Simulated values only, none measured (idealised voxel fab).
process module | voxel ribs on slabs
cross-section cut | 285 nm wide | cells 5 nm
A cross-section is a grid of square cells, given in bands from the top down. A band is one or more rows of cells.
Each band's line starts with the height of the band's top and of its bottom, in nm. Then come its materials from left to right, each with its width in nm. One material with "throughout" fills the band from edge to edge. "air" is empty space.
Height 0 is the level under which the wafer as received is all one material. The lowest band goes on downwards, as in "0 down".
A width such as "30 to 40" changes by the same amount from each row of cells to the next, from the band's top row to its bottom row.
"no change" after a step means that no cell of the cross-section changed.
closed voids: empty space of 8 cells or more with no open way to the top, each as width x height at its distance from the left edge, in nm
after a step's settings: what the simulator itself notes on the step
overlay nm, on a step with a mask: how far to the right of its planned place the mask lay; to the left if negative
plan
1 op RECEIVE | material Si
2 op DIRECTIONAL_DEP | material SiO2 | thk nm 20
3 op DIRECTIONAL_DEP | material SiN | thk nm 20
4 op MASKED_ETCH | tone cover | mask id RIB | width nm 20 | etch materials SiN | depth nm 10 | overlay nm 0
5 op PATTERN | tone cover | mask id SLAB | material resist | width nm 60 | thk nm 20 | overlay nm 0
6 op DIRECTIONAL_ETCH | etch materials SiN | depth nm 10
7 op STRIP | etch materials resist
8 op FILL_DEP | material SiO2 | thk nm 20
9 op CMP | height nm 55
10 op DIRECTIONAL_DEP | material W | thk nm 10
11 op MASKED_ETCH | tone cover | mask id HEATER | width nm 30 | etch materials W | depth nm 10 | overlay nm 0
12 op CONFORMAL_DEP | material SiO2 | thk nm 10
as received, after step 1
  0 down: Si throughout
  closed voids: none
first wafer at the end, as planned
  75 to 65: air 115 | SiO2 50 | air 120
  65 to 55: SiO2 125 | W 30 | SiO2 130
  55 to 40: SiO2 throughout
  40 to 30: SiO2 130 | SiN 20 | SiO2 135
  30 to 20: SiO2 110 | SiN 60 | SiO2 115
  20 to 0: SiO2 throughout
  0 down: Si throughout
  closed voids: none
second wafer at the end: like start, like plan, one mistake
  75 to 65: air 115 | SiO2 50 | air 120
  65 to 55: SiO2 125 | W 30 | SiO2 130
  55 to 20: SiO2 throughout
  20 to 0: SiN throughout
  0 down: Si throughout
  closed voids: none
what went wrong: steps 2 and 3 were swapped
at the end the second wafer has, in cells: 196 more of SiN | 196 fewer of SiO2
